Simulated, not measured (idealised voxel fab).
process module | voxel trench capacitor
It is cross-section cut that appears here, measuring 240 nm in width, its square cells being 5 nm in size.
If you're reading a cross-section in this doc, picture square cells in a grid; it comes to you as bands, top ones listed first down to the bottom, and a band can be one or more rows of cells. Basically the band line says how high the top is and how high the bottom is, in nm, and then what's in it from left to right, every material with its width in nm. Empty space shows up as "air", and if a single material carries "throughout" it runs the full band edge to edge. For the purposes of this specification, 0 denotes the height below which the wafer in its as-received condition is composed wholly of one material, and the lowermost band, lacking a lower limit, extends downward without end, as expressed in "0 down". You'd read "30->40" like this: the band's top row of cells is as wide as the first number, its bottom row is as wide as the second, and going down, every row changes width by the same amount as the row before did. It should be understood that the words "no change occurred", when stated for a given step, signify that the cross-section underwent no change in any of its cells during that step. Under "Tabulated closed voids" you'll find the enclosed gaps, the ones with no way out to the top, that are 8 cells or bigger; each reads width x height at distance, with distance counted from the left edge, everything in nm. The remark found on a step's line after its settings is issued by the simulator itself and pertains to that step. overlay nm: for a step with a mask, the amount by which the mask lay right of where it was planned; a negative amount means left of it.

Intended process steps
| 1 | RECEIVE,material Si |
| 2 | CONFORMAL_DEP,material SiN,thk nm 10 |
| 3 | MASKED_ETCH,tone open,mask id TRENCH,width nm 25,pitch nm 40,etch materials SiN,depth nm 10,overlay nm 0 |
| 4 | MASKED_ETCH,tone open,mask id TRENCH,width nm 25,pitch nm 40,etch materials Si,depth nm 25,overlay nm 0 |
| 5 | CONFORMAL_DEP,material Al2O3,thk nm 5 |
| 6 | CONFORMAL_DEP,material TiN,thk nm 5 |
| 7 | FILL_DEP,material W,thk nm 10 |
| 8 | CMP,height nm 10 |

Cross-sectional view of the wafer in its as-received condition, corresponding to the state after step 1
0 down | Si throughout
Tabulated closed voids: none

End state of the module in cross-section, given the above starting point and plan and one mistake in execution
10 to 0 | 45 SiN / 5 TiN / 5 Al2O3 / 5 W / 5 Al2O3 / 5 TiN / 15 SiN / 5 TiN / 5 Al2O3 / 5 W / 5 Al2O3 / 5 TiN / 15 SiN / 5 TiN / 5 Al2O3 / 5 W / 5 Al2O3 / 5 TiN / 15 SiN / 5 TiN / 5 Al2O3 / 5 W / 5 Al2O3 / 5 TiN / 50 SiN
0 to -15 | 45 Si / 5 TiN / 5 Al2O3 / 5 W / 5 Al2O3 / 5 TiN / 15 Si / 5 TiN / 5 Al2O3 / 5 W / 5 Al2O3 / 5 TiN / 15 Si / 5 TiN / 5 Al2O3 / 5 W / 5 Al2O3 / 5 TiN / 15 Si / 5 TiN / 5 Al2O3 / 5 W / 5 Al2O3 / 5 TiN / 50 Si
-15 to -20 | 45 Si / 5 TiN / 15 Al2O3 / 5 TiN / 15 Si / 5 TiN / 15 Al2O3 / 5 TiN / 15 Si / 5 TiN / 15 Al2O3 / 5 TiN / 15 Si / 5 TiN / 15 Al2O3 / 5 TiN / 50 Si
-20 to -25 | 45 Si / 25 TiN / 15 Si / 25 TiN / 15 Si / 25 TiN / 15 Si / 25 TiN / 50 Si
-25 down | Si throughout
Tabulated closed voids: none
Error vs. plan: ran 5 and 6 in swapped order versus the plan
